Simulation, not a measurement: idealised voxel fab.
The process module that follows is named voxel self aligned vias.
The figure presents cross-section cut, which has a width of 155 nm and is divided into square cells with an edge length of 5 nm.
Heads up, the way a cross-section reads in here is a grid of square cells, handed over as bands from the top down, with every band being one or more rows of cells.
Look at the band entry: it leads with the top's height and the bottom's height in nm. Then it lists the materials left to right, with a width in nm for each. The word "full width" on a single material says that material fills the band edge to edge. The word "air" is empty space.
Height 0 is the level under which the wafer as received is all one material. The lowest band goes on downwards, as in "z 0 and below".
Quick explanation for "30..40": the width changes in equal steps down the rows of cells, from the first number in the band's top row to the second number in its bottom row.
Where the words "no change" appear for a step, the cross-section shows no cell changed by that step; every cell remained as before.
"Enclosed void catalog" - sealed voids, min. 8 cells, no opening to top; format: width x height at distance (distance from left edge; nm throughout).
Where a step's line continues beyond its settings, the continuation is a remark by the simulator itself on that step.
overlay nm: on a step with a mask, how far right of its planned place the mask lay; negative means left.
**Listed below are the process steps as planned**
| 1 | RECEIVE: material Si |
| 2 | CONFORMAL_DEP: material SiO2, thk nm 15 |
| 3 | CONFORMAL_DEP: material SiCN, thk nm 5 |
| 4 | DIRECTIONAL_DEP: material SiO2, thk nm 25 |
| 5 | PATTERN: tone open, mask id LINES, material resist, width nm 20, pitch nm 55, thk nm 15, overlay nm 0 |
| 6 | DIRECTIONAL_ETCH: etch materials SiO2, depth nm 25 |
| 7 | STRIP: etch materials resist |
| 8 | CONFORMAL_DEP: material TiN, thk nm 5 |
| 9 | FILL_DEP: material W, thk nm 10 |
| 10 | CMP: height nm 45 |
| 11 | SELECTIVE_ETCH: etch materials W Ru TiN, depth nm 5 |
| 12 | FILL_DEP: material SiN, thk nm 10 |
| 13 | CMP: height nm 45 |
| 14 | DIRECTIONAL_DEP: material SiO2, thk nm 15 |
| 15 | MASKED_ETCH: tone open, mask id VIAS, width nm 40, pitch nm 55, etch materials SiO2, depth nm 15, overlay nm 0 |
| 16 | MASKED_ETCH: tone open, mask id VIAS, width nm 40, pitch nm 55, etch materials SiN, depth nm 5, overlay nm 0 |
| 17 | CONFORMAL_DEP: material TiN, thk nm 5 |
| 18 | FILL_DEP: material Ru, thk nm 10 |
| 19 | CMP: height nm 60 |
| 20 | CONFORMAL_DEP: material SiCN, thk nm 5 |
Wafer-to-wafer difference: width nm, step 5. Common start. Plan = first wafer's value.
**First of several wafers (as received, post step 1), cross-sectional view**
> z 0 and below: Si full width
> Enclosed void catalog: none
**Quick key for the table: a row per wafer, taken at the end of the module. For each material it tells you how many cells the wafer gained (+) or lost (-) since it came in, and the closed voids come after**
width nm 20, +28 Ru, +62 SiCN, +253 SiO2, +48 TiN, +12 W, Enclosed void catalog: none
width nm 25, +30 Ru, +62 SiCN, +243 SiO2, +50 TiN, +18 W, Enclosed void catalog: none
width nm 30, +32 Ru, +62 SiCN, +233 SiO2, +52 TiN, +24 W, Enclosed void catalog: none
width nm 35, +34 Ru, +62 SiCN, +223 SiO2, +54 TiN, +30 W, Enclosed void catalog: none
width nm 40, +36 Ru, +62 SiCN, +213 SiO2, +56 TiN, +36 W, Enclosed void catalog: none
